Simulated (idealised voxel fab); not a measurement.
Documented hereafter: the process module known as voxel wiring stack.
We display cut, a cross-section 195 nm in width whose square cells are each 5 nm.
Cross-section = grid of square cells, listed top down in bands; band = one or more rows.
Band: top height; bottom height; in nm. Then, left to right: material with width in nm, for each material. "full width": a single material spanning edge to edge. "air": empty space.
Heights are reckoned from 0. Under this level, the received wafer is all of one material. The bottommost band is open-ended downward, for example "0 -> down".
The two numbers in a width such as "30..40" mark its ends across the band: the first belongs to the top row of cells, the second to the bottom row, and from each row to the next the width moves by the same amount.
"all unchanged", as given for a step, is the statement that not any cell of the cross-section underwent a change during that step.
What "Fully enclosed voids" gives you is every empty space of 8 cells or more that is cut off from the top. Each appears as width x height at distance, with the distance taken from the left edge and width, height and distance all in nm.
after a step's settings: what the simulator itself notes on the step
A step's line can hold "overlay nm"; with a mask on that step, the setting says how far right of the planned place the mask lay, while a negative setting says it lay to the left.

### The process steps that were planned are listed below
1: RECEIVE,material Si
2: CONFORMAL_DEP,material SiO2,thk nm 15
3: CONFORMAL_DEP,material SiN,thk nm 5
4: DIRECTIONAL_DEP,material SiO2,thk nm 25
5: DIRECTIONAL_DEP,material aC,thk nm 10
6: PATTERN,tone open,mask id METAL_1,material resist,width nm 25,pitch nm 45,thk nm 25,overlay nm 0
7: DIRECTIONAL_ETCH,etch materials aC,depth nm 10
8: STRIP,etch materials resist
9: DIRECTIONAL_ETCH,etch materials SiO2,depth nm 25
10: DIRECTIONAL_ETCH,etch materials SiN,depth nm 5
11: STRIP,etch materials aC
12: CONFORMAL_DEP,material TiN,thk nm 5
13: FILL_DEP,material Ru,thk nm 5
14: CMP,height nm 45
15: EPI,material Ru,thk nm 5
16: FILL_DEP,material SiCN,thk nm 5
17: DIRECTIONAL_DEP,material SiO2,thk nm 30
18: DIRECTIONAL_DEP,material aC,thk nm 15
19: PATTERN,tone open,mask id METAL_2,material resist,width nm 25,pitch nm 45,thk nm 30,overlay nm 0
20: DIRECTIONAL_ETCH,etch materials aC,depth nm 15
21: STRIP,etch materials resist
22: DIRECTIONAL_ETCH,etch materials SiO2,depth nm 15
23: STRIP,etch materials aC
24: DIRECTIONAL_DEP,material aC,thk nm 10
25: PATTERN,tone open,mask id METAL_2_HOLES,material resist,width nm 15,pitch nm 90,thk nm 30,overlay nm 0
26: DIRECTIONAL_ETCH,etch materials aC,depth nm 10
27: STRIP,etch materials resist
28: DIRECTIONAL_ETCH,etch materials SiO2,depth nm 15
29: DIRECTIONAL_ETCH,etch materials SiCN,depth nm 5
30: STRIP,etch materials aC
31: CONFORMAL_DEP,material TiN,thk nm 5
32: FILL_DEP,material Cu,thk nm 5
33: CMP,height nm 85
34: CONFORMAL_DEP,material SiCN,thk nm 5
35: DIRECTIONAL_DEP,material lowk,thk nm 10
36: DIRECTIONAL_DEP,material aC,thk nm 15
37: PATTERN,tone open,mask id PLUG_2,material resist,width nm 15,pitch nm 45,thk nm 30,overlay nm 0
38: DIRECTIONAL_ETCH,etch materials aC,depth nm 15
39: STRIP,etch materials resist
40: DIRECTIONAL_ETCH,etch materials lowk,depth nm 10
41: DIRECTIONAL_ETCH,etch materials SiCN,depth nm 5
42: STRIP,etch materials aC
43: CONFORMAL_DEP,material TiN,thk nm 5
44: FILL_DEP,material Ru,thk nm 10
45: CMP,height nm 100
46: DIRECTIONAL_DEP,material TiN,thk nm 5
47: DIRECTIONAL_DEP,material W,thk nm 15
48: MASKED_ETCH,tone cover,mask id METAL_3,width nm 25,pitch nm 45,etch materials W,depth nm 5,overlay nm 0
49: MASKED_ETCH,tone cover,mask id METAL_3,width nm 25,pitch nm 45,etch materials TiN,depth nm 5,overlay nm 0
50: CONFORMAL_DEP,material SiN,thk nm 5
51: FILL_DEP,material lowk,thk nm 5
52: CMP,height nm 120
53: CONFORMAL_DEP,material SiN,thk nm 5
The plan's step 48 depth nm is the first wafer's value; the wafers differ in this setting and start identical.

### Received wafers, first of several: cross-section after step 1
> 0 -> down | Si full width
> Fully enclosed voids: none

### Below: a row per wafer. Contents at end of module: for every material, cells gained since receipt (+) or lost since receipt (-); then closed voids
depth nm 5 | +26 Cu | +72 Ru | +81 SiCN | +87 SiN | +408 SiO2 | +148 TiN | +93 W | +60 lowk | Fully enclosed voids: none
depth nm 10 | +26 Cu | +72 Ru | +81 SiCN | +93 SiN | +408 SiO2 | +148 TiN | +69 W | +78 lowk | Fully enclosed voids: none
depth nm 15 | +26 Cu | +72 Ru | +81 SiCN | +105 SiN | +408 SiO2 | +124 TiN | +45 W | +114 lowk | Fully enclosed voids: none
depth nm 20 | +26 Cu | +72 Ru | +81 SiCN | +105 SiN | +408 SiO2 | +124 TiN | +45 W | +114 lowk | Fully enclosed voids: none
depth nm 25 | +26 Cu | +72 Ru | +81 SiCN | +105 SiN | +408 SiO2 | +124 TiN | +45 W | +114 lowk | Fully enclosed voids: none
depth nm 30 | +26 Cu | +72 Ru | +81 SiCN | +105 SiN | +408 SiO2 | +124 TiN | +45 W | +114 lowk | Fully enclosed voids: none
